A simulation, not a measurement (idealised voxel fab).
process module | voxel released beams
cross-section cut | 295 nm wide | cells 5 nm
A cross-section is a grid of square cells, given in bands from the top down. A band is one or more rows of cells.
Each band's line starts with the height of the band's top and of its bottom, in nm. Then come its materials from left to right, each with its width in nm. One material with "throughout" fills the band from edge to edge. "air" is empty space.
Height 0 is the level under which the wafer as received is all one material. The lowest band goes on downwards, as in "0 down".
A width such as "30 to 40" changes by the same amount from each row of cells to the next, from the band's top row to its bottom row.
"no change" after a step means that no cell of the cross-section changed.
closed voids: empty space of 8 cells or more with no open way to the top, each as width x height at its distance from the left edge, in nm
after a step's settings: what the simulator itself notes on the step
overlay nm, on a step with a mask: how far to the right of its planned place the mask lay; to the left if negative
plan
1 op RECEIVE | material Si
2 op CONFORMAL_DEP | material Al2O3 | thk nm 10
3 op DIRECTIONAL_DEP | material SiO2 | thk nm 15
4 op PATTERN | tone open | mask id ANCHOR | material resist | width nm 35 | thk nm 20 | overlay nm 0
5 op DIRECTIONAL_ETCH | etch materials SiO2 | depth nm 15
6 op STRIP | etch materials resist
7 op CONFORMAL_DEP | material SiN | thk nm 15
8 op DIRECTIONAL_DEP | material aC | thk nm 15
9 op PATTERN | tone cover | mask id BEAM | material resist | width nm 115 | thk nm 30 | overlay nm 0
10 op DIRECTIONAL_ETCH | etch materials aC | depth nm 15
11 op STRIP | etch materials resist
12 op DIRECTIONAL_ETCH | etch materials SiN | depth nm 15
13 op STRIP | etch materials aC
14 op STRIP | etch materials SiO2
first wafer, as planned
as received, after step 1
  0 down: Si throughout
  closed voids: none
after step 2
  10 to 0: Al2O3 throughout
  below 0: unchanged
after step 3
  25 to 10: SiO2 throughout
  below 10: unchanged
after step 4
  45 to 25: resist 90 | air 35 | resist 170
  below 25: unchanged
after step 5
  45 to 25: resist 90 | air 35 | resist 170
  25 to 10: SiO2 90 | air 35 | SiO2 170
  below 10: unchanged
after step 6
  25 to 10: SiO2 90 | air 35 | SiO2 170
  below 10: unchanged
after step 7
  40 to 25: SiN 105 | air 5 | SiN 185
  25 to 10: SiO2 90 | SiN 35 | SiO2 170
  below 10: unchanged
after step 8
  55 to 40: aC 105 | air 5 | aC 185
  40 to 25: SiN 105 | aC 5 | SiN 185
  below 25: unchanged
after step 9
  85 to 55: air 85 | resist 115 | air 95
  55 to 40: aC 105 | resist 5 | aC 185
  below 40: unchanged
after step 10
  70 to 55: air 85 | resist 115 | air 95
  55 to 40: air 85 | aC 20 | resist 5 | aC 90 | air 95
  below 40: unchanged
after step 11
  55 to 40: air 85 | aC 20 | air 5 | aC 90 | air 95
  below 40: unchanged
after step 12
  55 to 40: air 85 | aC 20 | air 5 | aC 90 | air 95
  40 to 25: air 85 | SiN 20 | aC 5 | SiN 90 | air 95
  below 25: unchanged
after step 13
  40 to 25: air 85 | SiN 20 | air 5 | SiN 90 | air 95
  below 25: unchanged
after step 14
  40 to 25: air 85 | SiN 20 | air 5 | SiN 90 | air 95
  25 to 10: air 90 | SiN 35 | air 170
  below 10: unchanged
second wafer: like start, like plan, one mistake. Through step 1 it matches the first wafer
when step 2 should have ended: no change
when step 3 should have ended
  15 to 0: SiO2 throughout
  below 0: unchanged
when step 4 should have ended
  35 to 15: resist 90 | air 35 | resist 170
  below 15: unchanged
when step 5 should have ended
  35 to 15: resist 90 | air 35 | resist 170
  15 to 0: SiO2 90 | air 35 | SiO2 170
  below 0: unchanged
when step 6 should have ended
  15 to 0: SiO2 90 | air 35 | SiO2 170
  below 0: unchanged
when step 7 should have ended
  30 to 15: SiN 105 | air 5 | SiN 185
  15 to 0: SiO2 90 | SiN 35 | SiO2 170
  below 0: unchanged
when step 8 should have ended
  45 to 30: aC 105 | air 5 | aC 185
  30 to 15: SiN 105 | aC 5 | SiN 185
  below 15: unchanged
when step 9 should have ended
  75 to 45: air 85 | resist 115 | air 95
  45 to 30: aC 105 | resist 5 | aC 185
  below 30: unchanged
when step 10 should have ended
  60 to 45: air 85 | resist 115 | air 95
  45 to 30: air 85 | aC 20 | resist 5 | aC 90 | air 95
  below 30: unchanged
when step 11 should have ended
  45 to 30: air 85 | aC 20 | air 5 | aC 90 | air 95
  below 30: unchanged
when step 12 should have ended
  45 to 30: air 85 | aC 20 | air 5 | aC 90 | air 95
  30 to 15: air 85 | SiN 20 | aC 5 | SiN 90 | air 95
  below 15: unchanged
when step 13 should have ended
  30 to 15: air 85 | SiN 20 | air 5 | SiN 90 | air 95
  below 15: unchanged
when step 14 should have ended
  30 to 15: air 85 | SiN 20 | air 5 | SiN 90 | air 95
  15 to 0: air 90 | SiN 35 | air 170
  below 0: unchanged
what went wrong: step 2 was left out
at the end the second wafer has, in cells: 118 fewer of Al2O3
